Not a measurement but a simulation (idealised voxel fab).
Presented below is a process module, voxel capacitor over wiring.
Section shown: cut. Width: 190 nm. Cell size: 5 nm, square.
A cross-section in this document is a grid of square cells, and it is written down as bands, the top band listed before the ones below it; a band is made up of one or more rows of cells.
Heads up on the band format: heights come first, top then bottom, in nm. After that it's the materials left to right, each with its width in nm. A single material flagged "all across" fills the whole band edge to edge, and "empty" means there's empty space there.
Height 0 is the level under which the wafer as received is all one material. The lowest band goes on downwards, as in "z 0 and below".
The notation "30..40" denotes a width that varies across the rows of cells in the band, beginning at the first number in the top row, finishing at the second number in the bottom row, and changing by an identical amount from each row to the next.
"all unchanged" means the step left every cell of the cross-section as it was.
Entry "Closed cavities". Content: empty spaces with no open connection to the top, size 8 cells or greater. Each: width x height at distance. Distance: from left edge. Unit: nm.
Post-settings text on a step line: simulator's own remark regarding the step.
When a step includes a mask, the "overlay nm" setting on its line states how far to the right of its planned place that mask lay, and negative values state how far to the left.

Here's what the planned process steps look like:
| 1 | RECEIVE (material Si) |
| 2 | CONFORMAL_DEP (material SiO2; thk nm 10) |
| 3 | CONFORMAL_DEP (material SiN; thk nm 5) |
| 4 | DIRECTIONAL_DEP (material lowk; thk nm 25) |
| 5 | PATTERN (tone open; mask id METAL_1; material resist; width nm 30; pitch nm 80; thk nm 20; overlay nm 0) |
| 6 | DIRECTIONAL_ETCH (etch materials lowk; depth nm 25) |
| 7 | DIRECTIONAL_ETCH (etch materials SiN; depth nm 5) |
| 8 | STRIP (etch materials resist) |
| 9 | CONFORMAL_DEP (material TiN; thk nm 5) |
| 10 | FILL_DEP (material Cu; thk nm 5) |
| 11 | CMP (height nm 40) |
| 12 | CONFORMAL_DEP (material SiCN; thk nm 5) |
| 13 | DIRECTIONAL_DEP (material lowk; thk nm 10) |
| 14 | MASKED_ETCH (tone open; mask id PLUG_1; width nm 15; etch materials lowk; depth nm 10; overlay nm 0) |
| 15 | MASKED_ETCH (tone open; mask id PLUG_1; width nm 15; etch materials SiCN; depth nm 5; overlay nm 0) |
| 16 | CONFORMAL_DEP (material TiN; thk nm 5) |
| 17 | FILL_DEP (material Ru; thk nm 10) |
| 18 | CMP (height nm 55) |
| 19 | DIRECTIONAL_DEP (material TiN; thk nm 5) |
| 20 | DIRECTIONAL_DEP (material SiN; thk nm 5) |
| 21 | DIRECTIONAL_DEP (material TiN; thk nm 10) |
| 22 | MASKED_ETCH (tone cover; mask id UPPER_PLATE; width nm 55; etch materials TiN; depth nm 10; overlay nm 0) |
| 23 | MASKED_ETCH (tone cover; mask id UPPER_PLATE; width nm 55; etch materials SiN; depth nm 5; overlay nm 0) |
| 24 | MASKED_ETCH (tone cover; mask id LOWER_PLATE; width nm 65; etch materials TiN; depth nm 5; overlay nm 0) |
| 25 | FILL_DEP (material SiO2; thk nm 15) |
| 26 | CMP (height nm 85) |
| 27 | MASKED_ETCH (tone open; mask id PLUG_2; width nm 15; etch materials SiO2; depth nm 10; overlay nm 0) |
| 28 | CONFORMAL_DEP (material TiN; thk nm 5) |
| 29 | FILL_DEP (material Ru; thk nm 10) |
| 30 | CMP (height nm 85) |
| 31 | CONFORMAL_DEP (material SiN; thk nm 5) |

Step 1 complete: cross-section of the wafer as received:
z 0 and below  Si all across
Closed cavities: none

Cross-sectional result after module completion. Note: starting condition and plan are unchanged from above; one processing mistake was made:
z 90 to 85  SiN all across
z 85 to 80  SiO2 65 / TiN 5 / Ru 5 / TiN 5 / SiO2 110
z 80 to 75  SiO2 65 / TiN 15 / SiO2 110
z 75 to 65  SiO2 55 / TiN 55 / SiO2 80
z 65 to 60  SiO2 55 / SiN 55 / SiO2 80
z 60 to 55  SiO2 50 / TiN 65 / SiO2 75
z 55 to 45  lowk 55 / TiN 5 / Ru 5 / TiN 5 / lowk 120
z 45 to 40  SiCN 55 / TiN 15 / SiCN 120
z 40 to 15  lowk 40 / TiN 5 / Cu 25 / TiN 5 / lowk 45 / TiN 5 / Cu 25 / TiN 5 / lowk 35
z 15 to 10  SiN 40 / TiN 35 / SiN 45 / TiN 35 / SiN 35
z 10 to 0  SiO2 all across
z 0 and below  Si all across
Closed cavities: none
What was the processing mistake? step 5: run off-plan, actual operation and settings PATTERN (tone open; mask id METAL_1; material resist; width nm 35; pitch nm 80; thk nm 20; overlay nm 0)
